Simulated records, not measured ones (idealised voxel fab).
The name of this process module is voxel local oxidation.
Cross-section cut spans 245 nm and uses square cells 5 nm in size.
Cross-section spec: square-cell grid; bands listed top down; each band is one or more rows.
Heights first: top, then bottom, in nm. Then materials, left to right, each with a width in nm. "full width" on a single material: fills the band edge to edge. "empty": empty space.
Heights are expressed relative to 0, this being the level below which the as-received wafer comprises one material exclusively. The lowest band is unbounded in the downward direction and is denoted as in "0 and below".
You'd read "30..40" like this: the band's top row of cells is as wide as the first number, its bottom row is as wide as the second, and going down, every row changes width by the same amount as the row before did.
Where the words "nothing was modified" appear for a step, the cross-section shows no cell changed by that step; every cell remained as before.
"Closed empty spaces" means: voids of 8 cells or more that are shut off from the top with no open way through. Written width x height at distance, distance from the left edge, in nm.
What comes after the settings on a step's line is commentary from the simulator itself on that step.
overlay nm: where the mask lay relative to plan, measured to the right, on steps with a mask; negatives go left.
Listed below are the process steps as planned
step 1: RECEIVE [material Si]
step 2: OXIDIZE [depth nm 5]
step 3: CONFORMAL_DEP [material SiN] [thk nm 15]
step 4: MASKED_ETCH [tone cover] [mask id ACTIVE] [width nm 125] [etch materials SiN] [depth nm 15] [overlay nm 0]
step 5: SELECTIVE_ETCH [etch materials SiO2] [depth nm 5]
step 6: OXIDIZE [depth nm 10]
step 7: STRIP [etch materials SiN]
First wafer, two in total, run as planned
The cross-section here shows the wafer as received, i.e. in its state after step 1
> 0 and below = Si full width
> Closed empty spaces: none
Once step 2 is through, the wafer looks like this in cross-section
> 0 down to -5 = SiO2 full width
> For the remainder of the cross-section, below -5, there is no change.
Once step 3 is through, the wafer looks like this in cross-section
> 15 down to 0 = SiN full width
> For the remainder of the cross-section, below 0, there is no change.
Once step 4 is through, the wafer looks like this in cross-section
> 15 down to 0 = empty: 60, then SiN: 125, then empty: 60
> For the remainder of the cross-section, below 0, there is no change.
Once step 5 is through, the wafer looks like this in cross-section
> 15 down to 0 = empty: 60, then SiN: 125, then empty: 60
> 0 down to -5 = empty: 65, then SiO2: 115, then empty: 65
> For the remainder of the cross-section, below -5, there is no change.
Once step 6 is through, the wafer looks like this in cross-section
> 15 down to 0 = empty: 60, then SiN: 125, then empty: 60
> 0 down to -5 = empty: 65, then SiO2: 115, then empty: 65
> -5 down to -15 = SiO2: 75, then Si: 95, then SiO2: 75
> For the remainder of the cross-section, below -15, there is no change.
Once step 7 is through, the wafer looks like this in cross-section
> 0 down to -5 = empty: 65, then SiO2: 115, then empty: 65
> For the remainder of the cross-section, below -5, there is no change.
Regarding the second of the two wafers: it shared the first wafer's starting condition and process plan, yet one error occurred during its execution. Its history coincides with that of the first wafer up to and including step 1
The second wafer cut through, at the time step 2 was supposed to be finished
> 0 down to -5 = SiO2 full width
> For the remainder of the cross-section, below -5, there is no change.
The second wafer cut through, at the time step 3 was supposed to be finished
> 15 down to 0 = SiN full width
> For the remainder of the cross-section, below 0, there is no change.
The second wafer cut through, at the time step 4 was supposed to be finished
> 15 down to 0 = empty: 60, then SiN: 125, then empty: 60
> For the remainder of the cross-section, below 0, there is no change.
The second wafer cut through, at the time step 5 was supposed to be finished
> 15 down to 0 = empty: 60, then SiN: 125, then empty: 60
> 0 down to -5 = empty: 65, then SiO2: 115, then empty: 65
> For the remainder of the cross-section, below -5, there is no change.
The second wafer cut through, at the time step 6 was supposed to be finished
> 15 down to 0 = empty: 60, then SiN: 125, then empty: 60
> 0 down to -5 = empty: 65, then SiO2: 115, then empty: 65
> -5 down to -15 = SiO2: 75, then Si: 95, then SiO2: 75
> For the remainder of the cross-section, below -15, there is no change.
The second wafer cut through, at the time step 7 was supposed to be finished
> 0 down to -5 = empty: 65, then SiO2: 115, then empty: 65
> For the remainder of the cross-section, below -5, there is no change.
Error vs. plan: step 2 of the plan was performed twice
Same final cross-section on the two wafers, so the model's numbers don't move because of the mistake.
